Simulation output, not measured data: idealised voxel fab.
voxel capacitor over wiring: a process module
Each square cell in cross-section cut measures 5 nm, and the section as a whole is 210 nm wide.
In this document a cross-section is written as a grid of square cells. It is given as a series of bands, listed from the top down, and a band is one or more rows of cells. Look at the band entry: it leads with the top's height and the bottom's height in nm. Then it lists the materials left to right, with a width in nm for each. The word "full width" on a single material says that material fills the band edge to edge. The word "air" is empty space. Height 0 is the level under which the wafer as received is all one material. The lowest band goes on downwards, as in "0 down". A width such as "30 to 40" changes by the same amount from each row of cells to the next, from the band's top row to its bottom row. "nothing altered" for a step: no cell of the cross-section changed in that step. Any empty space of 8 cells or more lacking an open way to the top shows up in "Trapped void list" as width x height at distance, distance from the left edge, in nm. Step line, after settings: the simulator's comment on this step. overlay nm: how far to the right of its planned place the mask lay on this masked step (negative: to the left). Note: before/after cross-section pairs follow, one process step per pair, after-side truncated at the lowest changed band, step and settings given beneath. Different runs of this module on the same starting wafer may supply the pairs; a pair continues the one above only where the "Pre-step snapshot" entry says so.

[Pre-step snapshot]
0 down: Si full width
Trapped void list: none

[Structure After Step]
10 to 0: SiO2 full width
Lower than 0, everything is as it was.
Trapped void list: none
the step between: CONFORMAL_DEP [material SiO2] [thk nm 10]

Pre-step snapshot: as in the pair right above, post-step view.

[Structure After Step]
15 to 10: SiCN full width
Lower than 10, everything is as it was.
Trapped void list: none
the step between: CONFORMAL_DEP [material SiCN] [thk nm 5]

Pre-step snapshot: as in the pair right above, post-step view.

[Structure After Step]
30 to 15: lowk full width
Lower than 15, everything is as it was.
Trapped void list: none
the step between: DIRECTIONAL_DEP [material lowk] [thk nm 15]

Pre-step snapshot: as in the pair right above, post-step view.

[Structure After Step]
30 to 15: 40 of lowk; 30 of air; 65 of lowk; 30 of air; 45 of lowk
Lower than 15, everything is as it was.
Trapped void list: none
the step between: MASKED_ETCH [tone open] [mask id METAL_1] [width nm 30] [pitch nm 95] [etch materials lowk] [depth nm 15] [overlay nm 0]

Pre-step snapshot: as in the pair right above, post-step view.

[Structure After Step]
30 to 15: 40 of lowk; 30 of air; 65 of lowk; 30 of air; 45 of lowk
15 to 10: 40 of SiCN; 30 of air; 65 of SiCN; 30 of air; 45 of SiCN
Lower than 10, everything is as it was.
Trapped void list: none
the step between: MASKED_ETCH [tone open] [mask id METAL_1] [width nm 30] [pitch nm 95] [etch materials SiCN] [depth nm 5] [overlay nm 0]

Pre-step snapshot: as in the pair right above, post-step view.

[Structure After Step]
35 to 30: 45 of TiN; 20 of air; 75 of TiN; 20 of air; 50 of TiN
30 to 15: 40 of lowk; 5 of TiN; 20 of air; 5 of TiN; 65 of lowk; 5 of TiN; 20 of air; 5 of TiN; 45 of lowk
15 to 10: 40 of SiCN; 30 of TiN; 65 of SiCN; 30 of TiN; 45 of SiCN
Lower than 10, everything is as it was.
Trapped void list: none
the step between: CONFORMAL_DEP [material TiN] [thk nm 5]

Pre-step snapshot: as in the pair right above, post-step view.

[Structure After Step]
40 to 35: Ru full width
35 to 30: 45 of TiN; 20 of Ru; 75 of TiN; 20 of Ru; 50 of TiN
30 to 15: 40 of lowk; 5 of TiN; 20 of Ru; 5 of TiN; 65 of lowk; 5 of TiN; 20 of Ru; 5 of TiN; 45 of lowk
Lower than 15, everything is as it was.
Trapped void list: none
the step between: FILL_DEP [material Ru] [thk nm 5]

Pre-step snapshot: as in the pair right above, post-step view.

[Structure After Step]
30 to 15: 40 of lowk; 5 of TiN; 20 of Ru; 5 of TiN; 65 of lowk; 5 of TiN; 20 of Ru; 5 of TiN; 45 of lowk
Lower than 15, everything is as it was.
Trapped void list: none
the step between: CMP [height nm 30]

Pre-step snapshot: as in the pair right above, post-step view.

[Structure After Step]
35 to 30: SiCN full width
Lower than 30, everything is as it was.
Trapped void list: none
the step between: CONFORMAL_DEP [material SiCN] [thk nm 5]

Pre-step snapshot: as in the pair right above, post-step view.

[Structure After Step]
50 to 35: lowk full width
Lower than 35, everything is as it was.
Trapped void list: none
the step between: DIRECTIONAL_DEP [material lowk] [thk nm 15]

Pre-step snapshot: as in the pair right above, post-step view.

[Structure After Step]
65 to 50: 55 of resist; 15 of air; 140 of resist
Lower than 50, everything is as it was.
Trapped void list: none
the step between: PATTERN [tone open] [mask id PLUG_1] [material resist] [width nm 15] [thk nm 15] [overlay nm 0]

Pre-step snapshot: as in the pair right above, post-step view.

[Structure After Step]
65 to 50: 55 of resist; 15 of air; 140 of resist
50 to 35: 55 of lowk; 15 of air; 140 of lowk
Lower than 35, everything is as it was.
Trapped void list: none
the step between: DIRECTIONAL_ETCH [etch materials lowk] [depth nm 15]

Pre-step snapshot: as in the pair right above, post-step view.

[Structure After Step]
65 to 50: 55 of resist; 15 of air; 140 of resist
50 to 35: 55 of lowk; 15 of air; 140 of lowk
35 to 30: 55 of SiCN; 15 of air; 140 of SiCN
Lower than 30, everything is as it was.
Trapped void list: none
the step between: DIRECTIONAL_ETCH [etch materials SiCN] [depth nm 5]

Pre-step snapshot: as in the pair right above, post-step view.

[Structure After Step]
50 to 35: 55 of lowk; 15 of air; 140 of lowk
Lower than 35, everything is as it was.
Trapped void list: none
the step between: STRIP [etch materials resist]

Pre-step snapshot: as in the pair right above, post-step view.

[Structure After Step]
55 to 50: 60 of TiN; 5 of air; 145 of TiN
50 to 35: 55 of lowk; 5 of TiN; 5 of air; 5 of TiN; 140 of lowk
35 to 30: 55 of SiCN; 15 of TiN; 140 of SiCN
Lower than 30, everything is as it was.
Trapped void list: none
the step between: CONFORMAL_DEP [material TiN] [thk nm 5]

Pre-step snapshot: as in the pair right above, post-step view.

[Structure After Step]
65 to 55: Ru full width
55 to 50: 60 of TiN; 5 of Ru; 145 of TiN
50 to 35: 55 of lowk; 5 of TiN; 5 of Ru; 5 of TiN; 140 of lowk
Lower than 35, everything is as it was.
Trapped void list: none
the step between: FILL_DEP [material Ru] [thk nm 10]

Pre-step snapshot: as in the pair right above, post-step view.

[Structure After Step]
50 to 35: 55 of lowk; 5 of TiN; 5 of Ru; 5 of TiN; 140 of lowk
Lower than 35, everything is as it was.
Trapped void list: none
the step between: CMP [height nm 50]

Pre-step snapshot: as in the pair right above, post-step view.

[Structure After Step]
55 to 50: TiN full width
Lower than 50, everything is as it was.
Trapped void list: none
the step between: DIRECTIONAL_DEP [material TiN] [thk nm 5]

Pre-step snapshot: as in the pair right above, post-step view.

[Structure After Step]
60 to 55: Al2O3 full width
Lower than 55, everything is as it was.
Trapped void list: none
the step between: DIRECTIONAL_DEP [material Al2O3] [thk nm 5]

Pre-step snapshot: as in the pair right above, post-step view.

[Structure After Step]
65 to 60: TiN full width
Lower than 60, everything is as it was.
Trapped void list: none
the step between: DIRECTIONAL_DEP [material TiN] [thk nm 5]

Pre-step snapshot: as in the pair right above, post-step view.

[Structure After Step]
85 to 65: 55 of air; 70 of resist; 85 of air
Lower than 65, everything is as it was.
Trapped void list: none
the step between: PATTERN [tone cover] [mask id UPPER_PLATE] [material resist] [width nm 70] [thk nm 20] [overlay nm 0]

Pre-step snapshot: as in the pair right above, post-step view.

[Structure After Step]
85 to 65: 55 of air; 70 of resist; 85 of air
65 to 60: 55 of air; 70 of TiN; 85 of air
Lower than 60, everything is as it was.
Trapped void list: none
the step between: DIRECTIONAL_ETCH [etch materials TiN] [depth nm 5]

Pre-step snapshot: as in the pair right above, post-step view.

[Structure After Step]
85 to 65: 55 of air; 70 of resist; 85 of air
65 to 60: 55 of air; 70 of TiN; 85 of air
60 to 55: 55 of air; 70 of Al2O3; 85 of air
Lower than 55, everything is as it was.
Trapped void list: none
the step between: DIRECTIONAL_ETCH [etch materials Al2O3] [depth nm 5]

Pre-step snapshot: as in the pair right above, post-step view.

[Structure After Step]
65 to 60: 55 of air; 70 of TiN; 85 of air
Lower than 60, everything is as it was.
Trapped void list: none
the step between: STRIP [etch materials resist]

Pre-step snapshot: as in the pair right above, post-step view.

[Structure After Step]
65 to 60: 55 of air; 70 of TiN; 85 of air
60 to 55: 55 of air; 70 of Al2O3; 85 of air
55 to 50: 50 of air; 80 of TiN; 80 of air
Lower than 50, everything is as it was.
Trapped void list: none
the step between: MASKED_ETCH [tone cover] [mask id LOWER_PLATE] [width nm 80] [etch materials TiN] [depth nm 5] [overlay nm 0]

Pre-step snapshot: as in the pair right above, post-step view.

[Structure After Step]
80 to 65: SiO2 full width
65 to 60: 55 of SiO2; 70 of TiN; 85 of SiO2
60 to 55: 55 of SiO2; 70 of Al2O3; 85 of SiO2
55 to 50: 50 of SiO2; 80 of TiN; 80 of SiO2
Lower than 50, everything is as it was.
Trapped void list: none
the step between: FILL_DEP [material SiO2] [thk nm 15]

Pre-step snapshot: as in the pair right above, post-step view.

[Structure After Step]
75 to 65: SiO2 full width
Lower than 65, everything is as it was.
Trapped void list: none
the step between: CMP [height nm 75]

Pre-step snapshot: as in the pair right above, post-step view.

[Structure After Step]
75 to 65: 65 of SiO2; 15 of air; 130 of SiO2
Lower than 65, everything is as it was.
Trapped void list: none
the step between: MASKED_ETCH [tone open] [mask id PLUG_2] [width nm 15] [etch materials SiO2] [depth nm 10] [overlay nm 0]

Pre-step snapshot: as in the pair right above, post-step view.

[Structure After Step]
80 to 75: 70 of TiN; 5 of air; 135 of TiN
75 to 70: 65 of SiO2; 5 of TiN; 5 of air; 5 of TiN; 130 of SiO2
70 to 60: 65 to 55 of SiO2; 15 to 70 of TiN; 130 to 85 of SiO2
Lower than 60, everything is as it was.
Trapped void list: none
the step between: CONFORMAL_DEP [material TiN] [thk nm 5]

Pre-step snapshot: as in the pair right above, post-step view.

[Structure After Step]
90 to 80: W full width
80 to 75: 70 of TiN; 5 of W; 135 of TiN
75 to 70: 65 of SiO2; 5 of TiN; 5 of W; 5 of TiN; 130 of SiO2
Lower than 70, everything is as it was.
Trapped void list: none
the step between: FILL_DEP [material W] [thk nm 10]

Pre-step snapshot: as in the pair right above, post-step view.

[Structure After Step]
75 to 70: 65 of SiO2; 5 of TiN; 5 of W; 5 of TiN; 130 of SiO2
Lower than 70, everything is as it was.
Trapped void list: none
the step between: CMP [height nm 75]

Pre-step snapshot: as in the pair right above, post-step view.

[Structure After Step]
80 to 75: SiCN full width
Lower than 75, everything is as it was.
Trapped void list: none
the step between: CONFORMAL_DEP [material SiCN] [thk nm 5]

[Pre-step snapshot]
10 to 0: SiO2 full width
0 down: Si full width
Trapped void list: none

[Structure After Step]
25 to 10: lowk full width
Lower than 10, everything is as it was.
Trapped void list: none
the step between: DIRECTIONAL_DEP [material lowk] [thk nm 15]

Pre-step snapshot: as in the pair right above, post-step view.

[Structure After Step]
25 to 10: 40 of lowk; 30 of air; 65 of lowk; 30 of air; 45 of lowk
Lower than 10, everything is as it was.
Trapped void list: none
the step between: MASKED_ETCH [tone open] [mask id METAL_1] [width nm 30] [pitch nm 95] [etch materials lowk] [depth nm 15] [overlay nm 0]

Pre-step snapshot: as in the pair right above, post-step view.

[Structure After Step]
30 to 25: 45 of TiN; 20 of air; 75 of TiN; 20 of air; 50 of TiN
25 to 15: 40 of lowk; 5 of TiN; 20 of air; 5 of TiN; 65 of lowk; 5 of TiN; 20 of air; 5 of TiN; 45 of lowk
15 to 10: 40 of lowk; 30 of TiN; 65 of lowk; 30 of TiN; 45 of lowk
Lower than 10, everything is as it was.
Trapped void list: none
the step between: CONFORMAL_DEP [material TiN] [thk nm 5]

Pre-step snapshot: as in the pair right above, post-step view.

[Structure After Step]
35 to 30: Ru full width
30 to 25: 45 of TiN; 20 of Ru; 75 of TiN; 20 of Ru; 50 of TiN
25 to 15: 40 of lowk; 5 of TiN; 20 of Ru; 5 of TiN; 65 of lowk; 5 of TiN; 20 of Ru; 5 of TiN; 45 of lowk
Lower than 15, everything is as it was.
Trapped void list: none
the step between: FILL_DEP [material Ru] [thk nm 5]

Pre-step snapshot: as in the pair right above, post-step view.

[Structure After Step]
30 to 25: 45 of TiN; 20 of Ru; 75 of TiN; 20 of Ru; 50 of TiN
Lower than 25, everything is as it was.
Trapped void list: none
the step between: CMP [height nm 30]

Pre-step snapshot: as in the pair right above, post-step view.

[Structure After Step]
35 to 30: SiCN full width
Lower than 30, everything is as it was.
Trapped void list: none
the step between: CONFORMAL_DEP [material SiCN] [thk nm 5]

Pre-step snapshot: as in the pair right above, post-step view.

[Structure After Step]
50 to 35: lowk full width
Lower than 35, everything is as it was.
Trapped void list: none
the step between: DIRECTIONAL_DEP [material lowk] [thk nm 15]

Pre-step snapshot: as in the pair right above, post-step view.

[Structure After Step]
65 to 50: 55 of resist; 15 of air; 140 of resist
Lower than 50, everything is as it was.
Trapped void list: none
the step between: PATTERN [tone open] [mask id PLUG_1] [material resist] [width nm 15] [thk nm 15] [overlay nm 0]

Pre-step snapshot: as in the pair right above, post-step view.

[Structure After Step]
65 to 50: 55 of resist; 15 of air; 140 of resist
50 to 35: 55 of lowk; 15 of air; 140 of lowk
Lower than 35, everything is as it was.
Trapped void list: none
the step between: DIRECTIONAL_ETCH [etch materials lowk] [depth nm 15]

Pre-step snapshot: as in the pair right above, post-step view.

[Structure After Step]
65 to 50: 55 of resist; 15 of air; 140 of resist
50 to 35: 55 of lowk; 15 of air; 140 of lowk
35 to 30: 55 of SiCN; 15 of air; 140 of SiCN
Lower than 30, everything is as it was.
Trapped void list: none
the step between: DIRECTIONAL_ETCH [etch materials SiCN] [depth nm 5]

Pre-step snapshot: as in the pair right above, post-step view.

[Structure After Step]
50 to 35: 55 of lowk; 15 of air; 140 of lowk
Lower than 35, everything is as it was.
Trapped void list: none
the step between: STRIP [etch materials resist]

Pre-step snapshot: as in the pair right above, post-step view.

[Structure After Step]
55 to 50: 60 of TiN; 5 of air; 145 of TiN
50 to 35: 55 of lowk; 5 of TiN; 5 of air; 5 of TiN; 140 of lowk
35 to 30: 55 of SiCN; 15 of TiN; 140 of SiCN
Lower than 30, everything is as it was.
Trapped void list: none
the step between: CONFORMAL_DEP [material TiN] [thk nm 5]

Pre-step snapshot: as in the pair right above, post-step view.

[Structure After Step]
65 to 55: Ru full width
55 to 50: 60 of TiN; 5 of Ru; 145 of TiN
50 to 35: 55 of lowk; 5 of TiN; 5 of Ru; 5 of TiN; 140 of lowk
Lower than 35, everything is as it was.
Trapped void list: none
the step between: FILL_DEP [material Ru] [thk nm 10]

Pre-step snapshot: as in the pair right above, post-step view.

[Structure After Step]
50 to 35: 55 of lowk; 5 of TiN; 5 of Ru; 5 of TiN; 140 of lowk
Lower than 35, everything is as it was.
Trapped void list: none
the step between: CMP [height nm 50]

Pre-step snapshot: as in the pair right above, post-step view.

[Structure After Step]
55 to 50: TiN full width
Lower than 50, everything is as it was.
Trapped void list: none
the step between: DIRECTIONAL_DEP [material TiN] [thk nm 5]

Pre-step snapshot: as in the pair right above, post-step view.

[Structure After Step]
60 to 55: Al2O3 full width
Lower than 55, everything is as it was.
Trapped void list: none
the step between: DIRECTIONAL_DEP [material Al2O3] [thk nm 5]

Pre-step snapshot: as in the pair right above, post-step view.

[Structure After Step]
65 to 60: TiN full width
Lower than 60, everything is as it was.
Trapped void list: none
the step between: DIRECTIONAL_DEP [material TiN] [thk nm 5]

Pre-step snapshot: as in the pair right above, post-step view.

[Structure After Step]
85 to 65: 55 of air; 70 of resist; 85 of air
Lower than 65, everything is as it was.
Trapped void list: none
the step between: PATTERN [tone cover] [mask id UPPER_PLATE] [material resist] [width nm 70] [thk nm 20] [overlay nm 0]

Pre-step snapshot: as in the pair right above, post-step view.

[Structure After Step]
85 to 65: 55 of air; 70 of resist; 85 of air
65 to 60: 55 of air; 70 of TiN; 85 of air
Lower than 60, everything is as it was.
Trapped void list: none
the step between: DIRECTIONAL_ETCH [etch materials TiN] [depth nm 5]

Pre-step snapshot: as in the pair right above, post-step view.

[Structure After Step]
85 to 65: 55 of air; 70 of resist; 85 of air
65 to 60: 55 of air; 70 of TiN; 85 of air
60 to 55: 55 of air; 70 of Al2O3; 85 of air
Lower than 55, everything is as it was.
Trapped void list: none
the step between: DIRECTIONAL_ETCH [etch materials Al2O3] [depth nm 5]

Pre-step snapshot: as in the pair right above, post-step view.

[Structure After Step]
65 to 60: 55 of air; 70 of TiN; 85 of air
Lower than 60, everything is as it was.
Trapped void list: none
the step between: STRIP [etch materials resist]

Pre-step snapshot: as in the pair right above, post-step view.

[Structure After Step]
65 to 60: 55 of air; 70 of TiN; 85 of air
60 to 55: 55 of air; 70 of Al2O3; 85 of air
55 to 50: 50 of air; 80 of TiN; 80 of air
Lower than 50, everything is as it was.
Trapped void list: none
the step between: MASKED_ETCH [tone cover] [mask id LOWER_PLATE] [width nm 80] [etch materials TiN] [depth nm 5] [overlay nm 0]

Pre-step snapshot: as in the pair right above, post-step view.

[Structure After Step]
80 to 65: SiO2 full width
65 to 60: 55 of SiO2; 70 of TiN; 85 of SiO2
60 to 55: 55 of SiO2; 70 of Al2O3; 85 of SiO2
55 to 50: 50 of SiO2; 80 of TiN; 80 of SiO2
Lower than 50, everything is as it was.
Trapped void list: none
the step between: FILL_DEP [material SiO2] [thk nm 15]

Pre-step snapshot: as in the pair right above, post-step view.

[Structure After Step]
75 to 65: SiO2 full width
Lower than 65, everything is as it was.
Trapped void list: none
the step between: CMP [height nm 75]

Pre-step snapshot: as in the pair right above, post-step view.

[Structure After Step]
75 to 65: 65 of SiO2; 15 of air; 130 of SiO2
Lower than 65, everything is as it was.
Trapped void list: none
the step between: MASKED_ETCH [tone open] [mask id PLUG_2] [width nm 15] [etch materials SiO2] [depth nm 10] [overlay nm 0]

Pre-step snapshot: as in the pair right above, post-step view.

[Structure After Step]
80 to 75: 70 of TiN; 5 of air; 135 of TiN
75 to 70: 65 of SiO2; 5 of TiN; 5 of air; 5 of TiN; 130 of SiO2
70 to 60: 65 to 55 of SiO2; 15 to 70 of TiN; 130 to 85 of SiO2
Lower than 60, everything is as it was.
Trapped void list: none
the step between: CONFORMAL_DEP [material TiN] [thk nm 5]

Pre-step snapshot: as in the pair right above, post-step view.

[Structure After Step]
90 to 80: W full width
80 to 75: 70 of TiN; 5 of W; 135 of TiN
75 to 70: 65 of SiO2; 5 of TiN; 5 of W; 5 of TiN; 130 of SiO2
Lower than 70, everything is as it was.
Trapped void list: none
the step between: FILL_DEP [material W] [thk nm 10]

Pre-step snapshot: as in the pair right above, post-step view.

[Structure After Step]
75 to 70: 65 of SiO2; 5 of TiN; 5 of W; 5 of TiN; 130 of SiO2
Lower than 70, everything is as it was.
Trapped void list: none
the step between: CMP [height nm 75]

Pre-step snapshot: as in the pair right above, post-step view.

[Structure After Step]
80 to 75: SiCN full width
Lower than 75, everything is as it was.
Trapped void list: none
the step between: CONFORMAL_DEP [material SiCN] [thk nm 5]

[Pre-step snapshot]
65 to 55: Ru full width
55 to 50: 60 of TiN; 5 of Ru; 145 of TiN
50 to 35: 55 of lowk; 5 of TiN; 5 of Ru; 5 of TiN; 140 of lowk
35 to 30: 55 of SiCN; 15 of TiN; 140 of SiCN
30 to 15: 40 of lowk; 5 of TiN; 20 of Ru; 5 of TiN; 65 of lowk; 5 of TiN; 20 of Ru; 5 of TiN; 45 of lowk
15 to 10: 40 of SiCN; 30 of TiN; 65 of SiCN; 30 of TiN; 45 of SiCN
10 to 0: SiO2 full width
0 down: Si full width
Trapped void list: none

[Structure After Step]
75 to 55: Ru full width
Lower than 55, everything is as it was.
Trapped void list: none
the step between: FILL_DEP [material Ru] [thk nm 10]

Pre-step snapshot: as in the pair right above, post-step view.

[Structure After Step]
50 to 35: 55 of lowk; 5 of TiN; 5 of Ru; 5 of TiN; 140 of lowk
Lower than 35, everything is as it was.
Trapped void list: none
the step between: CMP [height nm 50]

[Pre-step snapshot]
55 to 50: TiN full width
50 to 35: 55 of lowk; 5 of TiN; 5 of Ru; 5 of TiN; 140 of lowk
35 to 30: 55 of SiCN; 15 of TiN; 140 of SiCN
30 to 15: 40 of lowk; 5 of TiN; 20 of Ru; 5 of TiN; 65 of lowk; 5 of TiN; 20 of Ru; 5 of TiN; 45 of lowk
15 to 10: 40 of SiCN; 30 of TiN; 65 of SiCN; 30 of TiN; 45 of SiCN
10 to 0: SiO2 full width
0 down: Si full width
Trapped void list: none

[Structure After Step]
60 to 50: TiN full width
Lower than 50, everything is as it was.
Trapped void list: none
the step between: DIRECTIONAL_DEP [material TiN] [thk nm 5]

Pre-step snapshot: as in the pair right above, post-step view.

[Structure After Step]
65 to 60: Al2O3 full width
Lower than 60, everything is as it was.
Trapped void list: none
the step between: DIRECTIONAL_DEP [material Al2O3] [thk nm 5]

Pre-step snapshot: as in the pair right above, post-step view.

[Structure After Step]
85 to 65: 55 of air; 70 of resist; 85 of air
Lower than 65, everything is as it was.
Trapped void list: none
the step between: PATTERN [tone cover] [mask id UPPER_PLATE] [material resist] [width nm 70] [thk nm 20] [overlay nm 0]

Pre-step snapshot: as in the pair right above, post-step view.

[Structure After Step]
85 to 65: 55 of air; 70 of resist; 85 of air
65 to 60: 55 of air; 70 of Al2O3; 85 of air
Lower than 60, everything is as it was.
Trapped void list: none
the step between: DIRECTIONAL_ETCH [etch materials Al2O3] [depth nm 5]

Pre-step snapshot: as in the pair right above, post-step view.

[Structure After Step]
65 to 60: 55 of air; 70 of Al2O3; 85 of air
Lower than 60, everything is as it was.
Trapped void list: none
the step between: STRIP [etch materials resist]

Pre-step snapshot: as in the pair right above, post-step view.

[Structure After Step]
65 to 60: 55 of air; 70 of Al2O3; 85 of air
60 to 55: 50 of air; 80 of TiN; 80 of air
Lower than 55, everything is as it was.
Trapped void list: none
the step between: MASKED_ETCH [tone cover] [mask id LOWER_PLATE] [width nm 80] [etch materials TiN] [depth nm 5] [overlay nm 0]

Pre-step snapshot: as in the pair right above, post-step view.

[Structure After Step]
80 to 65: SiO2 full width
65 to 60: 55 of SiO2; 70 of Al2O3; 85 of SiO2
60 to 55: 50 of SiO2; 80 of TiN; 80 of SiO2
Lower than 55, everything is as it was.
Trapped void list: none
the step between: FILL_DEP [material SiO2] [thk nm 15]

Pre-step snapshot: as in the pair right above, post-step view.

[Structure After Step]
75 to 65: SiO2 full width
Lower than 65, everything is as it was.
Trapped void list: none
the step between: CMP [height nm 75]

Pre-step snapshot: as in the pair right above, post-step view.

[Structure After Step]
75 to 65: 65 of SiO2; 15 of air; 130 of SiO2
Lower than 65, everything is as it was.
Trapped void list: none
the step between: MASKED_ETCH [tone open] [mask id PLUG_2] [width nm 15] [etch materials SiO2] [depth nm 10] [overlay nm 0]

Pre-step snapshot: as in the pair right above, post-step view.

[Structure After Step]
80 to 75: 70 of TiN; 5 of air; 135 of TiN
75 to 70: 65 of SiO2; 5 of TiN; 5 of air; 5 of TiN; 130 of SiO2
70 to 65: 65 of SiO2; 15 of TiN; 130 of SiO2
Lower than 65, everything is as it was.
Trapped void list: none
the step between: CONFORMAL_DEP [material TiN] [thk nm 5]

Pre-step snapshot: as in the pair right above, post-step view.

[Structure After Step]
90 to 80: W full width
80 to 75: 70 of TiN; 5 of W; 135 of TiN
75 to 70: 65 of SiO2; 5 of TiN; 5 of W; 5 of TiN; 130 of SiO2
Lower than 70, everything is as it was.
Trapped void list: none
the step between: FILL_DEP [material W] [thk nm 10]

Pre-step snapshot: as in the pair right above, post-step view.

[Structure After Step]
75 to 70: 65 of SiO2; 5 of TiN; 5 of W; 5 of TiN; 130 of SiO2
Lower than 70, everything is as it was.
Trapped void list: none
the step between: CMP [height nm 75]

Pre-step snapshot: as in the pair right above, post-step view.

[Structure After Step]
80 to 75: SiCN full width
Lower than 75, everything is as it was.
Trapped void list: none
the step between: CONFORMAL_DEP [material SiCN] [thk nm 5]

[Pre-step snapshot]
35 to 30: SiCN full width
30 to 15: 40 of lowk; 5 of TiN; 20 of Ru; 5 of TiN; 65 of lowk; 5 of TiN; 20 of Ru; 5 of TiN; 45 of lowk
15 to 10: 40 of SiCN; 30 of TiN; 65 of SiCN; 30 of TiN; 45 of SiCN
10 to 0: SiO2 full width
0 down: Si full width
Trapped void list: none

[Structure After Step]
45 to 35: lowk full width
Lower than 35, everything is as it was.
Trapped void list: none
the step between: DIRECTIONAL_DEP [material lowk] [thk nm 10]

Pre-step snapshot: as in the pair right above, post-step view.

[Structure After Step]
60 to 45: 55 of resist; 15 of air; 140 of resist
Lower than 45, everything is as it was.
Trapped void list: none
the step between: PATTERN [tone open] [mask id PLUG_1] [material resist] [width nm 15] [thk nm 15] [overlay nm 0]

Pre-step snapshot: as in the pair right above, post-step view.

[Structure After Step]
60 to 45: 55 of resist; 15 of air; 140 of resist
45 to 35: 55 of lowk; 15 of air; 140 of lowk
Lower than 35, everything is as it was.
Trapped void list: none
the step between: DIRECTIONAL_ETCH [etch materials lowk] [depth nm 15]

Pre-step snapshot: as in the pair right above, post-step view.

[Structure After Step]
60 to 45: 55 of resist; 15 of air; 140 of resist
45 to 35: 55 of lowk; 15 of air; 140 of lowk
35 to 30: 55 of SiCN; 15 of air; 140 of SiCN
Lower than 30, everything is as it was.
Trapped void list: none
the step between: DIRECTIONAL_ETCH [etch materials SiCN] [depth nm 5]

Pre-step snapshot: as in the pair right above, post-step view.

[Structure After Step]
45 to 35: 55 of lowk; 15 of air; 140 of lowk
Lower than 35, everything is as it was.
Trapped void list: none
the step between: STRIP [etch materials resist]

Pre-step snapshot: as in the pair right above, post-step view.

[Structure After Step]
50 to 45: 60 of TiN; 5 of air; 145 of TiN
45 to 35: 55 of lowk; 5 of TiN; 5 of air; 5 of TiN; 140 of lowk
35 to 30: 55 of SiCN; 15 of TiN; 140 of SiCN
Lower than 30, everything is as it was.
Trapped void list: none
the step between: CONFORMAL_DEP [material TiN] [thk nm 5]

Pre-step snapshot: as in the pair right above, post-step view.

[Structure After Step]
60 to 50: Ru full width
50 to 45: 60 of TiN; 5 of Ru; 145 of TiN
45 to 35: 55 of lowk; 5 of TiN; 5 of Ru; 5 of TiN; 140 of lowk
Lower than 35, everything is as it was.
Trapped void list: none
the step between: FILL_DEP [material Ru] [thk nm 10]

Pre-step snapshot: as in the pair right above, post-step view.

[Structure After Step]
50 to 45: 60 of TiN; 5 of Ru; 145 of TiN
Lower than 45, everything is as it was.
Trapped void list: none
the step between: CMP [height nm 50]

Pre-step snapshot: as in the pair right above, post-step view.

[Structure After Step]
55 to 50: TiN full width
Lower than 50, everything is as it was.
Trapped void list: none
the step between: DIRECTIONAL_DEP [material TiN] [thk nm 5]

Pre-step snapshot: as in the pair right above, post-step view.

[Structure After Step]
60 to 55: Al2O3 full width
Lower than 55, everything is as it was.
Trapped void list: none
the step between: DIRECTIONAL_DEP [material Al2O3] [thk nm 5]

Pre-step snapshot: as in the pair right above, post-step view.

[Structure After Step]
65 to 60: TiN full width
Lower than 60, everything is as it was.
Trapped void list: none
the step between: DIRECTIONAL_DEP [material TiN] [thk nm 5]

Pre-step snapshot: as in the pair right above, post-step view.

[Structure After Step]
85 to 65: 55 of air; 70 of resist; 85 of air
Lower than 65, everything is as it was.
Trapped void list: none
the step between: PATTERN [tone cover] [mask id UPPER_PLATE] [material resist] [width nm 70] [thk nm 20] [overlay nm 0]

Pre-step snapshot: as in the pair right above, post-step view.

[Structure After Step]
85 to 65: 55 of air; 70 of resist; 85 of air
65 to 60: 55 of air; 70 of TiN; 85 of air
Lower than 60, everything is as it was.
Trapped void list: none
the step between: DIRECTIONAL_ETCH [etch materials TiN] [depth nm 5]

Pre-step snapshot: as in the pair right above, post-step view.

[Structure After Step]
85 to 65: 55 of air; 70 of resist; 85 of air
65 to 60: 55 of air; 70 of TiN; 85 of air
60 to 55: 55 of air; 70 of Al2O3; 85 of air
Lower than 55, everything is as it was.
Trapped void list: none
the step between: DIRECTIONAL_ETCH [etch materials Al2O3] [depth nm 5]

Pre-step snapshot: as in the pair right above, post-step view.

[Structure After Step]
65 to 60: 55 of air; 70 of TiN; 85 of air
Lower than 60, everything is as it was.
Trapped void list: none
the step between: STRIP [etch materials resist]

Pre-step snapshot: as in the pair right above, post-step view.

[Structure After Step]
65 to 60: 55 of air; 70 of TiN; 85 of air
60 to 55: 55 of air; 70 of Al2O3; 85 of air
55 to 50: 50 of air; 80 of TiN; 80 of air
Lower than 50, everything is as it was.
Trapped void list: none
the step between: MASKED_ETCH [tone cover] [mask id LOWER_PLATE] [width nm 80] [etch materials TiN] [depth nm 5] [overlay nm 0]

Pre-step snapshot: as in the pair right above, post-step view.

[Structure After Step]
80 to 65: SiO2 full width
65 to 60: 55 of SiO2; 70 of TiN; 85 of SiO2
60 to 55: 55 of SiO2; 70 of Al2O3; 85 of SiO2
55 to 50: 50 of SiO2; 80 of TiN; 80 of SiO2
Lower than 50, everything is as it was.
Trapped void list: none
the step between: FILL_DEP [material SiO2] [thk nm 15]

Pre-step snapshot: as in the pair right above, post-step view.

[Structure After Step]
75 to 65: SiO2 full width
Lower than 65, everything is as it was.
Trapped void list: none
the step between: CMP [height nm 75]

Pre-step snapshot: as in the pair right above, post-step view.

[Structure After Step]
75 to 65: 65 of SiO2; 15 of air; 130 of SiO2
Lower than 65, everything is as it was.
Trapped void list: none
the step between: MASKED_ETCH [tone open] [mask id PLUG_2] [width nm 15] [etch materials SiO2] [depth nm 10] [overlay nm 0]

Pre-step snapshot: as in the pair right above, post-step view.

[Structure After Step]
80 to 75: 70 of TiN; 5 of air; 135 of TiN
75 to 70: 65 of SiO2; 5 of TiN; 5 of air; 5 of TiN; 130 of SiO2
70 to 60: 65 to 55 of SiO2; 15 to 70 of TiN; 130 to 85 of SiO2
Lower than 60, everything is as it was.
Trapped void list: none
the step between: CONFORMAL_DEP [material TiN] [thk nm 5]

Pre-step snapshot: as in the pair right above, post-step view.

[Structure After Step]
90 to 80: W full width
80 to 75: 70 of TiN; 5 of W; 135 of TiN
75 to 70: 65 of SiO2; 5 of TiN; 5 of W; 5 of TiN; 130 of SiO2
Lower than 70, everything is as it was.
Trapped void list: none
the step between: FILL_DEP [material W] [thk nm 10]

Pre-step snapshot: as in the pair right above, post-step view.

[Structure After Step]
75 to 70: 65 of SiO2; 5 of TiN; 5 of W; 5 of TiN; 130 of SiO2
Lower than 70, everything is as it was.
Trapped void list: none
the step between: CMP [height nm 75]
